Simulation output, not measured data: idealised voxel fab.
This section sets out a process module, namely voxel wiring stack.
Each square cell in cross-section cut measures 5 nm, and the section as a whole is 240 nm wide.
Each cross-section below is a grid of square cells, stated as bands in top-down order, with one or more rows of cells making up each band. What a band's entry tells you: where the top is and where the bottom is, as heights in nm, and after that what lies inside, material by material from left to right, each with its width in nm. Empty space is written as the word "empty", and a single material marked with the word "all across" occupies the band from edge to edge. Measure heights from 0. That's the level where, below it, the as-received wafer is all one material. The lowest band is bottomless and extends downward; write it as in "0 nm and below". Width "30->40": first value at the band's top row of cells, second value at its bottom row, equal change from row to row. A step reported as "remained the same" is a step in which no cell of the cross-section changed. Listed in "Closed empty spaces": every empty space of 8 or more cells without an open way to the top. Form: width x height at distance, the distance being from the left edge, all in nm. Whatever follows a step's settings on its line is a remark the simulator itself makes about that step. "overlay nm" denotes, for a step that has a mask, the displacement of the mask to the right of its planned place, with negative values corresponding to the left.

-- These are the steps we planned for the process
step 1: RECEIVE, material Si
step 2: CONFORMAL_DEP, material SiO2, thk nm 10
step 3: DIRECTIONAL_DEP, material TiN, thk nm 5
step 4: DIRECTIONAL_DEP, material W, thk nm 25
step 5: MASKED_ETCH, tone cover, mask id METAL_1, width nm 20, pitch nm 40, etch materials W, depth nm 25, overlay nm 0
step 6: MASKED_ETCH, tone cover, mask id METAL_1, width nm 20, pitch nm 40, etch materials TiN, depth nm 5, overlay nm 0
step 7: FILL_DEP, material lowk, thk nm 5
step 8: CMP, height nm 40
step 9: CONFORMAL_DEP, material SiCN, thk nm 5
step 10: DIRECTIONAL_DEP, material lowk, thk nm 10
step 11: MASKED_ETCH, tone open, mask id PLUG_1, width nm 15, pitch nm 40, etch materials lowk, depth nm 10, overlay nm 0
step 12: MASKED_ETCH, tone open, mask id PLUG_1, width nm 15, pitch nm 40, etch materials SiCN, depth nm 5, overlay nm 0
step 13: EPI, material Ru, thk nm 10
step 14: EPI, material Ru, thk nm 5
step 15: CONFORMAL_DEP, material SiCN, thk nm 5
step 16: DIRECTIONAL_DEP, material lowk, thk nm 15
step 17: PATTERN, tone open, mask id METAL_2, material resist, width nm 20, pitch nm 40, thk nm 15, overlay nm 0
step 18: DIRECTIONAL_ETCH, etch materials lowk, depth nm 15
step 19: DIRECTIONAL_ETCH, etch materials SiCN, depth nm 5
step 20: STRIP, etch materials resist
step 21: CONFORMAL_DEP, material TiN, thk nm 5
step 22: FILL_DEP, material Cu, thk nm 10
step 23: CMP, height nm 75
step 24: EPI, material Ru, thk nm 5
step 25: FILL_DEP, material SiCN, thk nm 5
step 26: DIRECTIONAL_DEP, material lowk, thk nm 20
step 27: MASKED_ETCH, tone open, mask id PLUG_2, width nm 15, pitch nm 80, etch materials lowk, depth nm 20, overlay nm 0
step 28: MASKED_ETCH, tone open, mask id PLUG_2, width nm 15, pitch nm 80, etch materials SiCN, depth nm 5, overlay nm 0
step 29: EPI, material Ru, thk nm 10
step 30: EPI, material Ru, thk nm 10
step 31: EPI, material Ru, thk nm 5
step 32: CONFORMAL_DEP, material SiCN, thk nm 5
step 33: DIRECTIONAL_DEP, material lowk, thk nm 25
step 34: PATTERN, tone open, mask id METAL_3, material resist, width nm 20, pitch nm 40, thk nm 20, overlay nm 0
step 35: DIRECTIONAL_ETCH, etch materials lowk, depth nm 25
step 36: DIRECTIONAL_ETCH, etch materials SiCN, depth nm 5
step 37: STRIP, etch materials resist
step 38: CONFORMAL_DEP, material TiN, thk nm 5
step 39: FILL_DEP, material Ru, thk nm 10
step 40: CMP, height nm 135
step 41: CONFORMAL_DEP, material SiCN, thk nm 5

-- First wafer of two (run as planned)

-- As-received state of the wafer in cross-section, equivalent to post-step 1
	0 nm and below | Si all across
	Closed empty spaces: none

-- So this is the wafer cross-section right after step 2
	10 nm to 0 nm | SiO2 all across
	Whatever lies below 0 is exactly as it was before.

-- So this is the wafer cross-section right after step 3
	15 nm to 10 nm | TiN all across
	Whatever lies below 10 is exactly as it was before.

-- So this is the wafer cross-section right after step 4
	40 nm to 15 nm | W all across
	Whatever lies below 15 is exactly as it was before.

-- So this is the wafer cross-section right after step 5
	40 nm to 15 nm | empty (50); W (20); empty (20); W (20); empty (20); W (20); empty (20); W (20); empty (50)
	Whatever lies below 15 is exactly as it was before.

-- So this is the wafer cross-section right after step 6
	40 nm to 15 nm | empty (50); W (20); empty (20); W (20); empty (20); W (20); empty (20); W (20); empty (50)
	15 nm to 10 nm | empty (50); TiN (20); empty (20); TiN (20); empty (20); TiN (20); empty (20); TiN (20); empty (50)
	Whatever lies below 10 is exactly as it was before.

-- So this is the wafer cross-section right after step 7
	45 nm to 40 nm | lowk all across
	40 nm to 15 nm | lowk (50); W (20); lowk (20); W (20); lowk (20); W (20); lowk (20); W (20); lowk (50)
	15 nm to 10 nm | lowk (50); TiN (20); lowk (20); TiN (20); lowk (20); TiN (20); lowk (20); TiN (20); lowk (50)
	Whatever lies below 10 is exactly as it was before.

-- So this is the wafer cross-section right after step 8
	40 nm to 15 nm | lowk (50); W (20); lowk (20); W (20); lowk (20); W (20); lowk (20); W (20); lowk (50)
	Whatever lies below 15 is exactly as it was before.

-- So this is the wafer cross-section right after step 9
	45 nm to 40 nm | SiCN all across
	Whatever lies below 40 is exactly as it was before.

-- So this is the wafer cross-section right after step 10
	55 nm to 45 nm | lowk all across
	Whatever lies below 45 is exactly as it was before.

-- So this is the wafer cross-section right after step 11
	55 nm to 45 nm | lowk (50); empty (15); lowk (25); empty (15); lowk (25); empty (15); lowk (25); empty (15); lowk (55)
	Whatever lies below 45 is exactly as it was before.

-- So this is the wafer cross-section right after step 12
	55 nm to 45 nm | lowk (50); empty (15); lowk (25); empty (15); lowk (25); empty (15); lowk (25); empty (15); lowk (55)
	45 nm to 40 nm | SiCN (50); empty (15); SiCN (25); empty (15); SiCN (25); empty (15); SiCN (25); empty (15); SiCN (55)
	Whatever lies below 40 is exactly as it was before.

-- So this is the wafer cross-section right after step 13
	55 nm to 50 nm | lowk (50); empty (15); lowk (25); empty (15); lowk (25); empty (15); lowk (25); empty (15); lowk (55)
	50 nm to 45 nm | lowk (50); Ru (15); lowk (25); Ru (15); lowk (25); Ru (15); lowk (25); Ru (15); lowk (55)
	45 nm to 40 nm | SiCN (50); Ru (15); SiCN (25); Ru (15); SiCN (25); Ru (15); SiCN (25); Ru (15); SiCN (55)
	Whatever lies below 40 is exactly as it was before.

-- So this is the wafer cross-section right after step 14
	55 nm to 45 nm | lowk (50); Ru (15); lowk (25); Ru (15); lowk (25); Ru (15); lowk (25); Ru (15); lowk (55)
	Whatever lies below 45 is exactly as it was before.

-- So this is the wafer cross-section right after step 15
	60 nm to 55 nm | SiCN all across
	Whatever lies below 55 is exactly as it was before.

-- So this is the wafer cross-section right after step 16
	75 nm to 60 nm | lowk all across
	Whatever lies below 60 is exactly as it was before.

-- So this is the wafer cross-section right after step 17
	90 nm to 75 nm | resist (50); empty (20); resist (20); empty (20); resist (20); empty (20); resist (20); empty (20); resist (50)
	Whatever lies below 75 is exactly as it was before.

-- So this is the wafer cross-section right after step 18
	90 nm to 75 nm | resist (50); empty (20); resist (20); empty (20); resist (20); empty (20); resist (20); empty (20); resist (50)
	75 nm to 60 nm | lowk (50); empty (20); lowk (20); empty (20); lowk (20); empty (20); lowk (20); empty (20); lowk (50)
	Whatever lies below 60 is exactly as it was before.

-- So this is the wafer cross-section right after step 19
	90 nm to 75 nm | resist (50); empty (20); resist (20); empty (20); resist (20); empty (20); resist (20); empty (20); resist (50)
	75 nm to 60 nm | lowk (50); empty (20); lowk (20); empty (20); lowk (20); empty (20); lowk (20); empty (20); lowk (50)
	60 nm to 55 nm | SiCN (50); empty (20); SiCN (20); empty (20); SiCN (20); empty (20); SiCN (20); empty (20); SiCN (50)
	Whatever lies below 55 is exactly as it was before.

-- So this is the wafer cross-section right after step 20
	75 nm to 60 nm | lowk (50); empty (20); lowk (20); empty (20); lowk (20); empty (20); lowk (20); empty (20); lowk (50)
	Whatever lies below 60 is exactly as it was before.

-- So this is the wafer cross-section right after step 21
	80 nm to 75 nm | TiN (55); empty (10); TiN (30); empty (10); TiN (30); empty (10); TiN (30); empty (10); TiN (55)
	75 nm to 60 nm | lowk (50); TiN (5); empty (10); TiN (5); lowk (20); TiN (5); empty (10); TiN (5); lowk (20); TiN (5); empty (10); TiN (5); lowk (20); TiN (5); empty (10); TiN (5); lowk (50)
	60 nm to 55 nm | SiCN (50); TiN (20); SiCN (20); TiN (20); SiCN (20); TiN (20); SiCN (20); TiN (20); SiCN (50)
	Whatever lies below 55 is exactly as it was before.

-- So this is the wafer cross-section right after step 22
	90 nm to 80 nm | Cu all across
	80 nm to 75 nm | TiN (55); Cu (10); TiN (30); Cu (10); TiN (30); Cu (10); TiN (30); Cu (10); TiN (55)
	75 nm to 60 nm | lowk (50); TiN (5); Cu (10); TiN (5); lowk (20); TiN (5); Cu (10); TiN (5); lowk (20); TiN (5); Cu (10); TiN (5); lowk (20); TiN (5); Cu (10); TiN (5); lowk (50)
	Whatever lies below 60 is exactly as it was before.

-- So this is the wafer cross-section right after step 23
	75 nm to 60 nm | lowk (50); TiN (5); Cu (10); TiN (5); lowk (20); TiN (5); Cu (10); TiN (5); lowk (20); TiN (5); Cu (10); TiN (5); lowk (20); TiN (5); Cu (10); TiN (5); lowk (50)
	Whatever lies below 60 is exactly as it was before.

-- So this is the wafer cross-section right after step 24
	80 nm to 75 nm | empty (45); Ru (30); empty (10); Ru (30); empty (10); Ru (30); empty (10); Ru (30); empty (45)
	Whatever lies below 75 is exactly as it was before.

-- So this is the wafer cross-section right after step 25
	85 nm to 80 nm | SiCN all across
	80 nm to 75 nm | SiCN (45); Ru (30); SiCN (10); Ru (30); SiCN (10); Ru (30); SiCN (10); Ru (30); SiCN (45)
	Whatever lies below 75 is exactly as it was before.

-- So this is the wafer cross-section right after step 26
	105 nm to 85 nm | lowk all across
	Whatever lies below 85 is exactly as it was before.

-- So this is the wafer cross-section right after step 27
	105 nm to 85 nm | lowk (50); empty (15); lowk (65); empty (15); lowk (95)
	Whatever lies below 85 is exactly as it was before.

-- So this is the wafer cross-section right after step 28
	105 nm to 85 nm | lowk (50); empty (15); lowk (65); empty (15); lowk (95)
	85 nm to 80 nm | SiCN (50); empty (15); SiCN (65); empty (15); SiCN (95)
	Whatever lies below 80 is exactly as it was before.

-- So this is the wafer cross-section right after step 29
	105 nm to 90 nm | lowk (50); empty (15); lowk (65); empty (15); lowk (95)
	90 nm to 85 nm | lowk (50); Ru (15); lowk (65); Ru (15); lowk (95)
	85 nm to 80 nm | SiCN (50); Ru (15); SiCN (65); Ru (15); SiCN (95)
	Whatever lies below 80 is exactly as it was before.

-- So this is the wafer cross-section right after step 30
	105 nm to 100 nm | lowk (50); empty (15); lowk (65); empty (15); lowk (95)
	100 nm to 85 nm | lowk (50); Ru (15); lowk (65); Ru (15); lowk (95)
	Whatever lies below 85 is exactly as it was before.

-- So this is the wafer cross-section right after step 31
	105 nm to 85 nm | lowk (50); Ru (15); lowk (65); Ru (15); lowk (95)
	Whatever lies below 85 is exactly as it was before.

-- So this is the wafer cross-section right after step 32
	110 nm to 105 nm | SiCN all across
	Whatever lies below 105 is exactly as it was before.

-- So this is the wafer cross-section right after step 33
	135 nm to 110 nm | lowk all across
	Whatever lies below 110 is exactly as it was before.

-- So this is the wafer cross-section right after step 34
	155 nm to 135 nm | resist (50); empty (20); resist (20); empty (20); resist (20); empty (20); resist (20); empty (20); resist (50)
	Whatever lies below 135 is exactly as it was before.

-- So this is the wafer cross-section right after step 35
	155 nm to 135 nm | resist (50); empty (20); resist (20); empty (20); resist (20); empty (20); resist (20); empty (20); resist (50)
	135 nm to 110 nm | lowk (50); empty (20); lowk (20); empty (20); lowk (20); empty (20); lowk (20); empty (20); lowk (50)
	Whatever lies below 110 is exactly as it was before.

-- So this is the wafer cross-section right after step 36
	155 nm to 135 nm | resist (50); empty (20); resist (20); empty (20); resist (20); empty (20); resist (20); empty (20); resist (50)
	135 nm to 110 nm | lowk (50); empty (20); lowk (20); empty (20); lowk (20); empty (20); lowk (20); empty (20); lowk (50)
	110 nm to 105 nm | SiCN (50); empty (20); SiCN (20); empty (20); SiCN (20); empty (20); SiCN (20); empty (20); SiCN (50)
	Whatever lies below 105 is exactly as it was before.

-- So this is the wafer cross-section right after step 37
	135 nm to 110 nm | lowk (50); empty (20); lowk (20); empty (20); lowk (20); empty (20); lowk (20); empty (20); lowk (50)
	Whatever lies below 110 is exactly as it was before.

-- So this is the wafer cross-section right after step 38
	140 nm to 135 nm | TiN (55); empty (10); TiN (30); empty (10); TiN (30); empty (10); TiN (30); empty (10); TiN (55)
	135 nm to 110 nm | lowk (50); TiN (5); empty (10); TiN (5); lowk (20); TiN (5); empty (10); TiN (5); lowk (20); TiN (5); empty (10); TiN (5); lowk (20); TiN (5); empty (10); TiN (5); lowk (50)
	110 nm to 105 nm | SiCN (50); TiN (20); SiCN (20); TiN (20); SiCN (20); TiN (20); SiCN (20); TiN (20); SiCN (50)
	Whatever lies below 105 is exactly as it was before.

-- So this is the wafer cross-section right after step 39
	150 nm to 140 nm | Ru all across
	140 nm to 135 nm | TiN (55); Ru (10); TiN (30); Ru (10); TiN (30); Ru (10); TiN (30); Ru (10); TiN (55)
	135 nm to 110 nm | lowk (50); TiN (5); Ru (10); TiN (5); lowk (20); TiN (5); Ru (10); TiN (5); lowk (20); TiN (5); Ru (10); TiN (5); lowk (20); TiN (5); Ru (10); TiN (5); lowk (50)
	Whatever lies below 110 is exactly as it was before.

-- So this is the wafer cross-section right after step 40
	135 nm to 110 nm | lowk (50); TiN (5); Ru (10); TiN (5); lowk (20); TiN (5); Ru (10); TiN (5); lowk (20); TiN (5); Ru (10); TiN (5); lowk (20); TiN (5); Ru (10); TiN (5); lowk (50)
	Whatever lies below 110 is exactly as it was before.

-- So this is the wafer cross-section right after step 41
	140 nm to 135 nm | SiCN all across
	Whatever lies below 135 is exactly as it was before.

-- The second wafer was prepared from the same starting point and under the same plan as the first; its processing contained one mistake, and it remains indistinguishable from the first wafer up to and including step 10

-- Look at the second wafer in cross-section at the time step 11 ought to have finished
	55 nm to 45 nm | lowk (45); empty (25); lowk (15); empty (25); lowk (15); empty (25); lowk (15); empty (25); lowk (50)
	Whatever lies below 45 is exactly as it was before.

-- Look at the second wafer in cross-section at the time step 12 ought to have finished
	55 nm to 45 nm | lowk (45); empty (25); lowk (15); empty (25); lowk (15); empty (25); lowk (15); empty (25); lowk (50)
	45 nm to 40 nm | SiCN (50); empty (15); SiCN (25); empty (15); SiCN (25); empty (15); SiCN (25); empty (15); SiCN (55)
	Whatever lies below 40 is exactly as it was before.

-- Look at the second wafer in cross-section at the time step 13 ought to have finished
	55 nm to 50 nm | lowk (45); empty (25); lowk (15); empty (25); lowk (15); empty (25); lowk (15); empty (25); lowk (50)
	50 nm to 45 nm | lowk (45); Ru (25); lowk (15); Ru (25); lowk (15); Ru (25); lowk (15); Ru (25); lowk (50)
	45 nm to 40 nm | SiCN (50); Ru (15); SiCN (25); Ru (15); SiCN (25); Ru (15); SiCN (25); Ru (15); SiCN (55)
	Whatever lies below 40 is exactly as it was before.

-- Look at the second wafer in cross-section at the time step 14 ought to have finished
	55 nm to 45 nm | lowk (45); Ru (25); lowk (15); Ru (25); lowk (15); Ru (25); lowk (15); Ru (25); lowk (50)
	Whatever lies below 45 is exactly as it was before.

-- Look at the second wafer in cross-section at the time step 15 ought to have finished
	60 nm to 55 nm | SiCN all across
	Whatever lies below 55 is exactly as it was before.

-- Look at the second wafer in cross-section at the time step 16 ought to have finished
	75 nm to 60 nm | lowk all across
	Whatever lies below 60 is exactly as it was before.

-- Look at the second wafer in cross-section at the time step 17 ought to have finished
	90 nm to 75 nm | resist (50); empty (20); resist (20); empty (20); resist (20); empty (20); resist (20); empty (20); resist (50)
	Whatever lies below 75 is exactly as it was before.

-- Look at the second wafer in cross-section at the time step 18 ought to have finished
	90 nm to 75 nm | resist (50); empty (20); resist (20); empty (20); resist (20); empty (20); resist (20); empty (20); resist (50)
	75 nm to 60 nm | lowk (50); empty (20); lowk (20); empty (20); lowk (20); empty (20); lowk (20); empty (20); lowk (50)
	Whatever lies below 60 is exactly as it was before.

-- Look at the second wafer in cross-section at the time step 19 ought to have finished
	90 nm to 75 nm | resist (50); empty (20); resist (20); empty (20); resist (20); empty (20); resist (20); empty (20); resist (50)
	75 nm to 60 nm | lowk (50); empty (20); lowk (20); empty (20); lowk (20); empty (20); lowk (20); empty (20); lowk (50)
	60 nm to 55 nm | SiCN (50); empty (20); SiCN (20); empty (20); SiCN (20); empty (20); SiCN (20); empty (20); SiCN (50)
	Whatever lies below 55 is exactly as it was before.

-- Look at the second wafer in cross-section at the time step 20 ought to have finished
	75 nm to 60 nm | lowk (50); empty (20); lowk (20); empty (20); lowk (20); empty (20); lowk (20); empty (20); lowk (50)
	Whatever lies below 60 is exactly as it was before.

-- Look at the second wafer in cross-section at the time step 21 ought to have finished
	80 nm to 75 nm | TiN (55); empty (10); TiN (30); empty (10); TiN (30); empty (10); TiN (30); empty (10); TiN (55)
	75 nm to 60 nm | lowk (50); TiN (5); empty (10); TiN (5); lowk (20); TiN (5); empty (10); TiN (5); lowk (20); TiN (5); empty (10); TiN (5); lowk (20); TiN (5); empty (10); TiN (5); lowk (50)
	60 nm to 55 nm | SiCN (50); TiN (20); SiCN (20); TiN (20); SiCN (20); TiN (20); SiCN (20); TiN (20); SiCN (50)
	Whatever lies below 55 is exactly as it was before.

-- Look at the second wafer in cross-section at the time step 22 ought to have finished
	90 nm to 80 nm | Cu all across
	80 nm to 75 nm | TiN (55); Cu (10); TiN (30); Cu (10); TiN (30); Cu (10); TiN (30); Cu (10); TiN (55)
	75 nm to 60 nm | lowk (50); TiN (5); Cu (10); TiN (5); lowk (20); TiN (5); Cu (10); TiN (5); lowk (20); TiN (5); Cu (10); TiN (5); lowk (20); TiN (5); Cu (10); TiN (5); lowk (50)
	Whatever lies below 60 is exactly as it was before.

-- Look at the second wafer in cross-section at the time step 23 ought to have finished
	75 nm to 60 nm | lowk (50); TiN (5); Cu (10); TiN (5); lowk (20); TiN (5); Cu (10); TiN (5); lowk (20); TiN (5); Cu (10); TiN (5); lowk (20); TiN (5); Cu (10); TiN (5); lowk (50)
	Whatever lies below 60 is exactly as it was before.

-- Look at the second wafer in cross-section at the time step 24 ought to have finished
	80 nm to 75 nm | empty (45); Ru (30); empty (10); Ru (30); empty (10); Ru (30); empty (10); Ru (30); empty (45)
	Whatever lies below 75 is exactly as it was before.

-- Look at the second wafer in cross-section at the time step 25 ought to have finished
	85 nm to 80 nm | SiCN all across
	80 nm to 75 nm | SiCN (45); Ru (30); SiCN (10); Ru (30); SiCN (10); Ru (30); SiCN (10); Ru (30); SiCN (45)
	Whatever lies below 75 is exactly as it was before.

-- Look at the second wafer in cross-section at the time step 26 ought to have finished
	105 nm to 85 nm | lowk all across
	Whatever lies below 85 is exactly as it was before.

-- Look at the second wafer in cross-section at the time step 27 ought to have finished
	105 nm to 85 nm | lowk (50); empty (15); lowk (65); empty (15); lowk (95)
	Whatever lies below 85 is exactly as it was before.

-- Look at the second wafer in cross-section at the time step 28 ought to have finished
	105 nm to 85 nm | lowk (50); empty (15); lowk (65); empty (15); lowk (95)
	85 nm to 80 nm | SiCN (50); empty (15); SiCN (65); empty (15); SiCN (95)
	Whatever lies below 80 is exactly as it was before.

-- Look at the second wafer in cross-section at the time step 29 ought to have finished
	105 nm to 90 nm | lowk (50); empty (15); lowk (65); empty (15); lowk (95)
	90 nm to 85 nm | lowk (50); Ru (15); lowk (65); Ru (15); lowk (95)
	85 nm to 80 nm | SiCN (50); Ru (15); SiCN (65); Ru (15); SiCN (95)
	Whatever lies below 80 is exactly as it was before.

-- Look at the second wafer in cross-section at the time step 30 ought to have finished
	105 nm to 100 nm | lowk (50); empty (15); lowk (65); empty (15); lowk (95)
	100 nm to 85 nm | lowk (50); Ru (15); lowk (65); Ru (15); lowk (95)
	Whatever lies below 85 is exactly as it was before.

-- Look at the second wafer in cross-section at the time step 31 ought to have finished
	105 nm to 85 nm | lowk (50); Ru (15); lowk (65); Ru (15); lowk (95)
	Whatever lies below 85 is exactly as it was before.

-- Look at the second wafer in cross-section at the time step 32 ought to have finished
	110 nm to 105 nm | SiCN all across
	Whatever lies below 105 is exactly as it was before.

-- Look at the second wafer in cross-section at the time step 33 ought to have finished
	135 nm to 110 nm | lowk all across
	Whatever lies below 110 is exactly as it was before.

-- Look at the second wafer in cross-section at the time step 34 ought to have finished
	155 nm to 135 nm | resist (50); empty (20); resist (20); empty (20); resist (20); empty (20); resist (20); empty (20); resist (50)
	Whatever lies below 135 is exactly as it was before.

-- Look at the second wafer in cross-section at the time step 35 ought to have finished
	155 nm to 135 nm | resist (50); empty (20); resist (20); empty (20); resist (20); empty (20); resist (20); empty (20); resist (50)
	135 nm to 110 nm | lowk (50); empty (20); lowk (20); empty (20); lowk (20); empty (20); lowk (20); empty (20); lowk (50)
	Whatever lies below 110 is exactly as it was before.

-- Look at the second wafer in cross-section at the time step 36 ought to have finished
	155 nm to 135 nm | resist (50); empty (20); resist (20); empty (20); resist (20); empty (20); resist (20); empty (20); resist (50)
	135 nm to 110 nm | lowk (50); empty (20); lowk (20); empty (20); lowk (20); empty (20); lowk (20); empty (20); lowk (50)
	110 nm to 105 nm | SiCN (50); empty (20); SiCN (20); empty (20); SiCN (20); empty (20); SiCN (20); empty (20); SiCN (50)
	Whatever lies below 105 is exactly as it was before.

-- Look at the second wafer in cross-section at the time step 37 ought to have finished
	135 nm to 110 nm | lowk (50); empty (20); lowk (20); empty (20); lowk (20); empty (20); lowk (20); empty (20); lowk (50)
	Whatever lies below 110 is exactly as it was before.

-- Look at the second wafer in cross-section at the time step 38 ought to have finished
	140 nm to 135 nm | TiN (55); empty (10); TiN (30); empty (10); TiN (30); empty (10); TiN (30); empty (10); TiN (55)
	135 nm to 110 nm | lowk (50); TiN (5); empty (10); TiN (5); lowk (20); TiN (5); empty (10); TiN (5); lowk (20); TiN (5); empty (10); TiN (5); lowk (20); TiN (5); empty (10); TiN (5); lowk (50)
	110 nm to 105 nm | SiCN (50); TiN (20); SiCN (20); TiN (20); SiCN (20); TiN (20); SiCN (20); TiN (20); SiCN (50)
	Whatever lies below 105 is exactly as it was before.

-- Look at the second wafer in cross-section at the time step 39 ought to have finished
	150 nm to 140 nm | Ru all across
	140 nm to 135 nm | TiN (55); Ru (10); TiN (30); Ru (10); TiN (30); Ru (10); TiN (30); Ru (10); TiN (55)
	135 nm to 110 nm | lowk (50); TiN (5); Ru (10); TiN (5); lowk (20); TiN (5); Ru (10); TiN (5); lowk (20); TiN (5); Ru (10); TiN (5); lowk (20); TiN (5); Ru (10); TiN (5); lowk (50)
	Whatever lies below 110 is exactly as it was before.

-- Look at the second wafer in cross-section at the time step 40 ought to have finished
	135 nm to 110 nm | lowk (50); TiN (5); Ru (10); TiN (5); lowk (20); TiN (5); Ru (10); TiN (5); lowk (20); TiN (5); Ru (10); TiN (5); lowk (20); TiN (5); Ru (10); TiN (5); lowk (50)
	Whatever lies below 110 is exactly as it was before.

-- Look at the second wafer in cross-section at the time step 41 ought to have finished
	140 nm to 135 nm | SiCN all across
	Whatever lies below 135 is exactly as it was before.
In executing the process, a mistake was made relative to the plan: step 11 changed vs plan, executed as MASKED_ETCH, tone open, mask id PLUG_1, width nm 25, pitch nm 40, etch materials lowk, depth nm 10, overlay nm 0
Heads up, by the end the second wafer has more or fewer cells of some materials compared to the first: +16 Ru, -16 lowk
